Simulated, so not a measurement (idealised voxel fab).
The process module that follows is named voxel self aligned vias.
Cross-section cut: width 175 nm, square cells of 5 nm.
In what follows, cross-sections appear as grids of square cells, described through bands that run from the top down, where every band is one or more rows of cells.
In this notation a band is specified by the heights of its top and bottom, in that order and in nm, after which its materials appear from left to right, each paired with its width in nm. The word "edge to edge" attached to a single material means that material fills the band from edge to edge; the word "blank" stands for empty space.
The reference from which all heights are counted is 0, the level beneath which the as-received wafer is entirely one material; the lowest band, having no lower bound, proceeds downward and is written after the example "0 nm and below".
So if you see something like "30 to 40" for the width, read it as the top row of the band sitting at the first number and the bottom row at the second, with every row in between moving by the same amount as the last.
Where the words "nothing got changed" appear for a step, the cross-section shows no cell changed by that step; every cell remained as before.
The entry titled "Enclosed cavity list" provides the empty spaces that have no open way to the top, restricted to those of 8 cells or more. Each is presented as width x height at distance, the distance being measured from the left edge, with all three in nm.
That trailing text on a step's line, after the settings, is the simulator's own remark on the step.
overlay nm: mask right of planned place by this much (step with mask). Neg. = left.

### This section lists the process steps that were planned
step 1: op RECEIVE | material Si
step 2: op CONFORMAL_DEP | material SiO2 | thk nm 10
step 3: op CONFORMAL_DEP | material SiCN | thk nm 5
step 4: op DIRECTIONAL_DEP | material SiO2 | thk nm 25
step 5: op MASKED_ETCH | tone open | mask id LINES | width nm 25 | pitch nm 55 | etch materials SiO2 | depth nm 25 | overlay nm 0
step 6: op CONFORMAL_DEP | material TiN | thk nm 5
step 7: op FILL_DEP | material W | thk nm 5
step 8: op CMP | height nm 40
step 9: op SELECTIVE_ETCH | etch materials W Ru TiN | depth nm 5
step 10: op FILL_DEP | material SiN | thk nm 5
step 11: op CMP | height nm 40
step 12: op DIRECTIONAL_DEP | material SiO2 | thk nm 15
step 13: op DIRECTIONAL_DEP | material aC | thk nm 10
step 14: op PATTERN | tone open | mask id VIAS | material resist | width nm 35 | pitch nm 55 | thk nm 25 | overlay nm 0
step 15: op DIRECTIONAL_ETCH | etch materials aC | depth nm 10
step 16: op STRIP | etch materials resist
step 17: op DIRECTIONAL_ETCH | etch materials SiO2 | depth nm 15
step 18: op DIRECTIONAL_ETCH | etch materials SiN | depth nm 5
step 19: op STRIP | etch materials aC
step 20: op CONFORMAL_DEP | material TiN | thk nm 5
step 21: op FILL_DEP | material Ru | thk nm 5
step 22: op CMP | height nm 55
step 23: op CONFORMAL_DEP | material SiN | thk nm 5

### Step 1 complete: cross-section of the wafer as received
0 nm and below = Si edge to edge
Enclosed cavity list: none

### Cross-section at module end, one run error; start and plan unchanged from above
55 nm to 50 nm = SiN edge to edge
50 nm to 40 nm = 40 of SiO2, 5 to 10 of TiN, 25 to 15 of Ru, 5 to 10 of TiN, 20 of SiO2, 5 to 10 of TiN, 25 to 15 of Ru, 5 to 10 of TiN, 45 of SiO2
40 nm to 35 nm = 45 of SiO2, 25 of TiN, 30 of SiO2, 25 of TiN, 50 of SiO2
35 nm to 20 nm = 45 of SiO2, 5 of TiN, 15 of W, 5 of TiN, 30 of SiO2, 5 of TiN, 15 of W, 5 of TiN, 50 of SiO2
20 nm to 15 nm = 45 of SiO2, 25 of TiN, 30 of SiO2, 25 of TiN, 50 of SiO2
15 nm to 10 nm = SiCN edge to edge
10 nm to 0 nm = SiO2 edge to edge
0 nm and below = Si edge to edge
Enclosed cavity list: none
Diagnosis: step 22 deviated from plan and actually ran as op CMP | height nm 50
